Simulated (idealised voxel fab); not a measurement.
You're looking at the process module voxel self aligned vias.
The cross-section shown here is cut; it is 195 nm wide and divided into square cells measuring 5 nm on a side.
Cross-section spec: square-cell grid; bands listed top down; each band is one or more rows.
Each band's line starts with the height of the band's top and of its bottom, in nm. Then come its materials from left to right, each with its width in nm. One material with "edge to edge" fills the band from edge to edge. "blank" is empty space.
Heights are expressed relative to 0, this being the level below which the as-received wafer comprises one material exclusively. The lowest band is unbounded in the downward direction and is denoted as in "0..down".
The notation "30..40" denotes a width that varies across the rows of cells in the band, beginning at the first number in the top row, finishing at the second number in the bottom row, and changing by an identical amount from each row to the next.
Reading "left unchanged" for a step: not a cell of the cross-section changed in it.
The entry titled "Closed void roster" provides the empty spaces that have no open way to the top, restricted to those of 8 cells or more. Each is presented as width x height at distance, the distance being measured from the left edge, with all three in nm.
Where a step's line continues beyond its settings, the continuation is a remark by the simulator itself on that step.
If you see "overlay nm" on a step's line and that step has a mask, it's telling you how far right of where it was planned the mask ended up; a negative number means it went left instead.

PLAN
| 1 | RECEIVE with material Si |
| 2 | CONFORMAL_DEP with material SiO2, thk nm 15 |
| 3 | CONFORMAL_DEP with material SiCN, thk nm 5 |
| 4 | DIRECTIONAL_DEP with material SiO2, thk nm 25 |
| 5 | MASKED_ETCH with tone open, mask id LINES, width nm 25, pitch nm 65, etch materials SiO2, depth nm 25, overlay nm 0 |
| 6 | CONFORMAL_DEP with material TiN, thk nm 5 |
| 7 | FILL_DEP with material Ru, thk nm 10 |
| 8 | CMP with height nm 45 |
| 9 | SELECTIVE_ETCH with etch materials W Ru TiN, depth nm 5 |
| 10 | FILL_DEP with material SiN, thk nm 5 |
| 11 | CMP with height nm 45 |
| 12 | DIRECTIONAL_DEP with material SiO2, thk nm 15 |
| 13 | DIRECTIONAL_DEP with material aC, thk nm 10 |
| 14 | PATTERN with tone open, mask id VIAS, material resist, width nm 35, thk nm 30, overlay nm 0 |
| 15 | DIRECTIONAL_ETCH with etch materials aC, depth nm 10 |
| 16 | STRIP with etch materials resist |
| 17 | DIRECTIONAL_ETCH with etch materials SiO2, depth nm 15 |
| 18 | DIRECTIONAL_ETCH with etch materials SiN, depth nm 5 |
| 19 | STRIP with etch materials aC |
| 20 | CONFORMAL_DEP with material TiN, thk nm 5 |
| 21 | FILL_DEP with material Ru, thk nm 10 |
| 22 | CMP with height nm 60 |
| 23 | CONFORMAL_DEP with material SiN, thk nm 5 |

FIRST OF THE TWO WAFERS, RUN PER PLAN

CROSS-SECTION OF THE WAFER UPON ARRIVAL, REPRESENTING THE STATE REACHED AFTER STEP 1
0..down | Si edge to edge
Closed void roster: none

STEP 2 DONE - WAFER CROSS-SECTION
15..0 | SiO2 edge to edge
Rest of section, below 0: as before.

STEP 3 DONE - WAFER CROSS-SECTION
20..15 | SiCN edge to edge
Rest of section, below 15: as before.

STEP 4 DONE - WAFER CROSS-SECTION
45..20 | SiO2 edge to edge
Rest of section, below 20: as before.

STEP 5 DONE - WAFER CROSS-SECTION
45..20 | SiO2 50 nm  blank 25 nm  SiO2 40 nm  blank 25 nm  SiO2 55 nm
Rest of section, below 20: as before.

STEP 6 DONE - WAFER CROSS-SECTION
50..45 | TiN 55 nm  blank 15 nm  TiN 50 nm  blank 15 nm  TiN 60 nm
45..25 | SiO2 50 nm  TiN 5 nm  blank 15 nm  TiN 5 nm  SiO2 40 nm  TiN 5 nm  blank 15 nm  TiN 5 nm  SiO2 55 nm
25..20 | SiO2 50 nm  TiN 25 nm  SiO2 40 nm  TiN 25 nm  SiO2 55 nm
Rest of section, below 20: as before.

STEP 7 DONE - WAFER CROSS-SECTION
60..50 | Ru edge to edge
50..45 | TiN 55 nm  Ru 15 nm  TiN 50 nm  Ru 15 nm  TiN 60 nm
45..25 | SiO2 50 nm  TiN 5 nm  Ru 15 nm  TiN 5 nm  SiO2 40 nm  TiN 5 nm  Ru 15 nm  TiN 5 nm  SiO2 55 nm
Rest of section, below 25: as before.

STEP 8 DONE - WAFER CROSS-SECTION
45..25 | SiO2 50 nm  TiN 5 nm  Ru 15 nm  TiN 5 nm  SiO2 40 nm  TiN 5 nm  Ru 15 nm  TiN 5 nm  SiO2 55 nm
Rest of section, below 25: as before.

STEP 9 DONE - WAFER CROSS-SECTION
45..40 | SiO2 50 nm  blank 25 nm  SiO2 40 nm  blank 25 nm  SiO2 55 nm
Rest of section, below 40: as before.

STEP 10 DONE - WAFER CROSS-SECTION
50..45 | SiN edge to edge
45..40 | SiO2 50 nm  SiN 25 nm  SiO2 40 nm  SiN 25 nm  SiO2 55 nm
Rest of section, below 40: as before.

STEP 11 DONE - WAFER CROSS-SECTION
45..40 | SiO2 50 nm  SiN 25 nm  SiO2 40 nm  SiN 25 nm  SiO2 55 nm
Rest of section, below 40: as before.

STEP 12 DONE - WAFER CROSS-SECTION
60..45 | SiO2 edge to edge
Rest of section, below 45: as before.

STEP 13 DONE - WAFER CROSS-SECTION
70..60 | aC edge to edge
Rest of section, below 60: as before.

STEP 14 DONE - WAFER CROSS-SECTION
100..70 | resist 45 nm  blank 35 nm  resist 115 nm
Rest of section, below 70: as before.

STEP 15 DONE - WAFER CROSS-SECTION
90..70 | resist 45 nm  blank 35 nm  resist 115 nm
70..60 | aC 45 nm  blank 35 nm  aC 115 nm
Rest of section, below 60: as before.

STEP 16 DONE - WAFER CROSS-SECTION
70..60 | aC 45 nm  blank 35 nm  aC 115 nm
Rest of section, below 60: as before.

STEP 17 DONE - WAFER CROSS-SECTION
70..60 | aC 45 nm  blank 35 nm  aC 115 nm
60..45 | SiO2 45 nm  blank 35 nm  SiO2 115 nm
Rest of section, below 45: as before.

STEP 18 DONE - WAFER CROSS-SECTION
70..60 | aC 45 nm  blank 35 nm  aC 115 nm
60..45 | SiO2 45 nm  blank 35 nm  SiO2 115 nm
45..40 | SiO2 50 nm  blank 25 nm  SiO2 40 nm  SiN 25 nm  SiO2 55 nm
Rest of section, below 40: as before.

STEP 19 DONE - WAFER CROSS-SECTION
60..45 | SiO2 45 nm  blank 35 nm  SiO2 115 nm
Rest of section, below 45: as before.

STEP 20 DONE - WAFER CROSS-SECTION
65..60 | TiN 50 nm  blank 25 nm  TiN 120 nm
60..50 | SiO2 45 nm  TiN 5 nm  blank 25 nm  TiN 5 nm  SiO2 115 nm
50..45 | SiO2 45 nm  TiN 10 nm  blank 15 nm  TiN 10 nm  SiO2 115 nm
45..40 | SiO2 50 nm  TiN 25 nm  SiO2 40 nm  SiN 25 nm  SiO2 55 nm
Rest of section, below 40: as before.

STEP 21 DONE - WAFER CROSS-SECTION
75..65 | Ru edge to edge
65..60 | TiN 50 nm  Ru 25 nm  TiN 120 nm
60..50 | SiO2 45 nm  TiN 5 nm  Ru 25 nm  TiN 5 nm  SiO2 115 nm
50..45 | SiO2 45 nm  TiN 10 nm  Ru 15 nm  TiN 10 nm  SiO2 115 nm
Rest of section, below 45: as before.

STEP 22 DONE - WAFER CROSS-SECTION
60..50 | SiO2 45 nm  TiN 5 nm  Ru 25 nm  TiN 5 nm  SiO2 115 nm
Rest of section, below 50: as before.

STEP 23 DONE - WAFER CROSS-SECTION
65..60 | SiN edge to edge
Rest of section, below 60: as before.

SECOND OF TWO: SAME START, SAME PLAN, ONE RUN ERROR; STEPS UP TO AND INCLUDING 21 MATCH THE FIRST

The second wafer in cross-section, at the planned close of step 22: left unchanged

THE SECOND WAFER IN CROSS-SECTION, AT THE PLANNED CLOSE OF STEP 23
80..75 | SiN edge to edge
Rest of section, below 75: as before.
What broke from the plan during processing? step 22 of the plan was jumped over and never run
It is noted that, at the conclusion of processing, the second wafer exhibits a higher or lower cell count for certain materials relative to the first: +83 Ru | +34 TiN
